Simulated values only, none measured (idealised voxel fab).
The name of this process module is voxel self aligned contacts.
Cross-section cut: width 165 nm, square cells of 5 nm.
In this document a cross-section is written as a grid of square cells. It is given as a series of bands, listed from the top down, and a band is one or more rows of cells. This entry defines a band. It first specifies the height of the band's top and the height of its bottom in nm, and then specifies the band's materials from left to right, stating each material with its width in nm. The word "throughout" identifies a single material that fills the band from edge to edge, while the word "empty" identifies empty space. The level at which height equals 0 is the one under which the wafer, as it arrives, is entirely one material. No lower edge exists for the bottom band, which continues downward and is notated as in "z 0 and below". Top row gets the first number, bottom row gets the second, and each row in between changes by the same step: that is how a band width like "30->40" works. "no alteration" (step): cross-section cells unchanged, all of them. Entry "Sealed internal cavities". Content: empty spaces with no open connection to the top, size 8 cells or greater. Each: width x height at distance. Distance: from left edge. Unit: nm. Note: text after step settings on the step line = simulator remark on that step. The "overlay nm" setting may appear on a step's line; for a step that uses a mask, it gives how far to the right of its planned position the mask lay, and a negative value indicates the left.

Steps planned for the process:
1: RECEIVE [material Si]
2: CONFORMAL_DEP [material SiO2] [thk nm 5]
3: DIRECTIONAL_DEP [material polySi] [thk nm 20]
4: DIRECTIONAL_DEP [material SiN] [thk nm 20]
5: DIRECTIONAL_DEP [material aC] [thk nm 15]
6: PATTERN [tone cover] [mask id GATE] [material resist] [width nm 30] [pitch nm 75] [thk nm 35] [overlay nm 0]
7: DIRECTIONAL_ETCH [etch materials aC] [depth nm 15]
8: STRIP [etch materials resist]
9: DIRECTIONAL_ETCH [etch materials SiN] [depth nm 20]
10: DIRECTIONAL_ETCH [etch materials polySi] [depth nm 20]
11: STRIP [etch materials aC]
12: CONFORMAL_DEP [material SiN] [thk nm 10]
13: DIRECTIONAL_ETCH [etch materials SiN] [depth nm 10]
14: FILL_DEP [material SiO2] [thk nm 15]
15: CMP [height nm 55]
16: DIRECTIONAL_DEP [material aC] [thk nm 10]
17: PATTERN [tone open] [mask id CONTACT] [material resist] [width nm 45] [thk nm 30] [overlay nm 0]
18: DIRECTIONAL_ETCH [etch materials aC] [depth nm 10]
19: STRIP [etch materials resist]
20: DIRECTIONAL_ETCH [etch materials SiO2] [depth nm 55]
21: STRIP [etch materials aC]
22: CONFORMAL_DEP [material TiN] [thk nm 5]
23: FILL_DEP [material Ru] [thk nm 10]
24: CMP [height nm 55]
25: CONFORMAL_DEP [material SiCN] [thk nm 5]
Same starting wafers, different width nm at step 17. Plan value belongs to the first wafer.

Here's the first of the wafers in cross-section, just as we got it, i.e. after step 1:
    z 0 and below: Si throughout
    Sealed internal cavities: none

Here is the cross-section of the first of several wafers at the end of the module, after its last step, step 25:
    z 60 to 55: SiCN throughout
    z 55 to 45: SiO2 60; TiN 5->15; Ru 35->15; TiN 5->15; SiO2 60
    z 45 to 25: SiO2 20; SiN 50; TiN 5; Ru 15; TiN 5; SiN 50; SiO2 20
    z 25 to 5: SiO2 20; SiN 10; polySi 30; SiN 10; TiN 5; Ru 15; TiN 5; SiN 10; polySi 30; SiN 10; SiO2 20
    z 5 to 0: SiO2 70; TiN 25; SiO2 70
    z 0 and below: Si throughout
    Sealed internal cavities: none

Cross-section, last wafer, module completion:
    z 60 to 55: SiCN throughout
    z 55 to 45: SiO2 50; TiN 5->25; Ru 60->15; TiN 5->30; SiO2 45
    z 45 to 25: SiO2 20; SiN 50; TiN 5; Ru 15; TiN 5; SiN 50; SiO2 20
    z 25 to 5: SiO2 20; SiN 10; polySi 30; SiN 10; TiN 5; Ru 15; TiN 5; SiN 10; polySi 30; SiN 10; SiO2 20
    z 5 to 0: SiO2 70; TiN 25; SiO2 70
    z 0 and below: Si throughout
    Sealed internal cavities: none

Per wafer (row), end of module: delta in cells per material since receipt, (+) for gained, (-) for lost; closed voids after that:
width nm 45; +34 Ru; +33 SiCN; +112 SiN; +140 SiO2; +29 TiN; +48 polySi; Sealed internal cavities: none
width nm 50; +35 Ru; +33 SiCN; +112 SiN; +138 SiO2; +30 TiN; +48 polySi; Sealed internal cavities: none
width nm 55; +36 Ru; +33 SiCN; +112 SiN; +136 SiO2; +31 TiN; +48 polySi; Sealed internal cavities: none
width nm 60; +37 Ru; +33 SiCN; +112 SiN; +134 SiO2; +32 TiN; +48 polySi; Sealed internal cavities: none
width nm 65; +38 Ru; +33 SiCN; +112 SiN; +132 SiO2; +33 TiN; +48 polySi; Sealed internal cavities: none
width nm 70; +39 Ru; +33 SiCN; +112 SiN; +130 SiO2; +34 TiN; +48 polySi; Sealed internal cavities: none
